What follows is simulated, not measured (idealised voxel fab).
process module | voxel gate over fins
cross-section cut | 210 nm wide | cells 5 nm
A cross-section is a grid of square cells, given in bands from the top down. A band is one or more rows of cells.
Each band's line starts with the height of the band's top and of its bottom, in nm. Then come its materials from left to right, each with its width in nm. One material with "throughout" fills the band from edge to edge. "air" is empty space.
Height 0 is the level under which the wafer as received is all one material. The lowest band goes on downwards, as in "0 down".
A width such as "30 to 40" changes by the same amount from each row of cells to the next, from the band's top row to its bottom row.
"no change" after a step means that no cell of the cross-section changed.
closed voids: empty space of 8 cells or more with no open way to the top, each as width x height at its distance from the left edge, in nm
after a step's settings: what the simulator itself notes on the step
overlay nm, on a step with a mask: how far to the right of its planned place the mask lay; to the left if negative
plan
1 op RECEIVE | material Si
2 op CONFORMAL_DEP | material SiN | thk nm 5
3 op DIRECTIONAL_DEP | material aC | thk nm 10
4 op PATTERN | tone cover | mask id FINS | material resist | width nm 15 | pitch nm 45 | thk nm 30 | overlay nm 0
5 op DIRECTIONAL_ETCH | etch materials aC | depth nm 10
6 op STRIP | etch materials resist
7 op DIRECTIONAL_ETCH | etch materials SiN | depth nm 5
8 op DIRECTIONAL_ETCH | etch materials Si | depth nm 35
9 op STRIP | etch materials aC
10 op OXIDIZE | depth nm 5
11 op FILL_DEP | material SiO2 | thk nm 15
12 op CMP | height nm 5
13 op SELECTIVE_ETCH | etch materials SiO2 | depth nm 20
14 op STRIP | etch materials SiN
15 op CONFORMAL_DEP | material HfO2 | thk nm 5
16 op CONFORMAL_DEP | material TiN | thk nm 5
17 op FILL_DEP | material W | thk nm 10
18 op CMP | height nm 15
19 op CONFORMAL_DEP | material SiN | thk nm 10
first wafer, as planned
as received, after step 1
  0 down: Si throughout
  closed voids: none
after step 2
  5 to 0: SiN throughout
  below 0: unchanged
after step 3
  15 to 5: aC throughout
  below 5: unchanged
after step 4
  45 to 15: air 50 | resist 15 | air 30 | resist 15 | air 30 | resist 15 | air 55
  below 15: unchanged
after step 5
  35 to 15: air 50 | resist 15 | air 30 | resist 15 | air 30 | resist 15 | air 55
  15 to 5: air 50 | aC 15 | air 30 | aC 15 | air 30 | aC 15 | air 55
  below 5: unchanged
after step 6
  15 to 5: air 50 | aC 15 | air 30 | aC 15 | air 30 | aC 15 | air 55
  below 5: unchanged
after step 7
  15 to 5: air 50 | aC 15 | air 30 | aC 15 | air 30 | aC 15 | air 55
  5 to 0: air 50 | SiN 15 | air 30 | SiN 15 | air 30 | SiN 15 | air 55
  below 0: unchanged
after step 8
  15 to 5: air 50 | aC 15 | air 30 | aC 15 | air 30 | aC 15 | air 55
  5 to 0: air 50 | SiN 15 | air 30 | SiN 15 | air 30 | SiN 15 | air 55
  0 to -35: air 50 | Si 15 | air 30 | Si 15 | air 30 | Si 15 | air 55
  below -35: unchanged
after step 9
  5 to 0: air 50 | SiN 15 | air 30 | SiN 15 | air 30 | SiN 15 | air 55
  below 0: unchanged
after step 10
  5 to 0: air 50 | SiN 15 | air 30 | SiN 15 | air 30 | SiN 15 | air 55
  0 to -35: air 50 | SiO2 5 | Si 5 | SiO2 5 | air 30 | SiO2 5 | Si 5 | SiO2 5 | air 30 | SiO2 5 | Si 5 | SiO2 5 | air 55
  -35 to -40: SiO2 55 | Si 5 | SiO2 40 | Si 5 | SiO2 40 | Si 5 | SiO2 60
  below -40: unchanged
after step 11
  20 to 5: SiO2 throughout
  5 to 0: SiO2 50 | SiN 15 | SiO2 30 | SiN 15 | SiO2 30 | SiN 15 | SiO2 55
  0 to -40: SiO2 55 | Si 5 | SiO2 40 | Si 5 | SiO2 40 | Si 5 | SiO2 60
  below -40: unchanged
after step 12
  5 to 0: SiO2 50 | SiN 15 | SiO2 30 | SiN 15 | SiO2 30 | SiN 15 | SiO2 55
  below 0: unchanged
after step 13
  5 to 0: air 50 | SiN 15 | air 30 | SiN 15 | air 30 | SiN 15 | air 55
  0 to -15: air 55 | Si 5 | air 40 | Si 5 | air 40 | Si 5 | air 60
  below -15: unchanged
after step 14
  0 to -15: air 55 | Si 5 | air 40 | Si 5 | air 40 | Si 5 | air 60
  below -15: unchanged
after step 15
  5 to 0: air 50 | HfO2 15 | air 30 | HfO2 15 | air 30 | HfO2 15 | air 55
  0 to -10: air 50 | HfO2 5 | Si 5 | HfO2 5 | air 30 | HfO2 5 | Si 5 | HfO2 5 | air 30 | HfO2 5 | Si 5 | HfO2 5 | air 55
  -10 to -15: HfO2 55 | Si 5 | HfO2 40 | Si 5 | HfO2 40 | Si 5 | HfO2 60
  below -15: unchanged
after step 16
  10 to 5: air 45 | TiN 25 | air 20 | TiN 25 | air 20 | TiN 25 | air 50
  5 to 0: air 45 | TiN 5 | HfO2 15 | TiN 5 | air 20 | TiN 5 | HfO2 15 | TiN 5 | air 20 | TiN 5 | HfO2 15 | TiN 5 | air 50
  0 to -5: air 45 | TiN 5 | HfO2 5 | Si 5 | HfO2 5 | TiN 5 | air 20 | TiN 5 | HfO2 5 | Si 5 | HfO2 5 | TiN 5 | air 20 | TiN 5 | HfO2 5 | Si 5 | HfO2 5 | TiN 5 | air 50
  -5 to -10: TiN 50 | HfO2 5 | Si 5 | HfO2 5 | TiN 30 | HfO2 5 | Si 5 | HfO2 5 | TiN 30 | HfO2 5 | Si 5 | HfO2 5 | TiN 55
  below -10: unchanged
after step 17
  20 to 10: W throughout
  10 to 5: W 45 | TiN 25 | W 20 | TiN 25 | W 20 | TiN 25 | W 50
  5 to 0: W 45 | TiN 5 | HfO2 15 | TiN 5 | W 20 | TiN 5 | HfO2 15 | TiN 5 | W 20 | TiN 5 | HfO2 15 | TiN 5 | W 50
  0 to -5: W 45 | TiN 5 | HfO2 5 | Si 5 | HfO2 5 | TiN 5 | W 20 | TiN 5 | HfO2 5 | Si 5 | HfO2 5 | TiN 5 | W 20 | TiN 5 | HfO2 5 | Si 5 | HfO2 5 | TiN 5 | W 50
  below -5: unchanged
after step 18
  15 to 10: W throughout
  below 10: unchanged
after step 19
  25 to 15: SiN throughout
  below 15: unchanged
second wafer: like start, like plan, one mistake. Through step 14 it matches the first wafer
when step 15 should have ended: no change
when step 16 should have ended
  5 to 0: air 50 | TiN 15 | air 30 | TiN 15 | air 30 | TiN 15 | air 55
  0 to -10: air 50 | TiN 5 | Si 5 | TiN 5 | air 30 | TiN 5 | Si 5 | TiN 5 | air 30 | TiN 5 | Si 5 | TiN 5 | air 55
  -10 to -15: TiN 55 | Si 5 | TiN 40 | Si 5 | TiN 40 | Si 5 | TiN 60
  below -15: unchanged
when step 17 should have ended
  15 to 5: W throughout
  5 to 0: W 50 | TiN 15 | W 30 | TiN 15 | W 30 | TiN 15 | W 55
  0 to -10: W 50 | TiN 5 | Si 5 | TiN 5 | W 30 | TiN 5 | Si 5 | TiN 5 | W 30 | TiN 5 | Si 5 | TiN 5 | W 55
  below -10: unchanged
when step 18 should have ended: no change
when step 19 should have ended
  25 to 15: SiN throughout
  below 15: unchanged
what went wrong: step 15 was left out
at the end the second wafer has, in cells: 60 fewer of HfO2 | 60 more of W
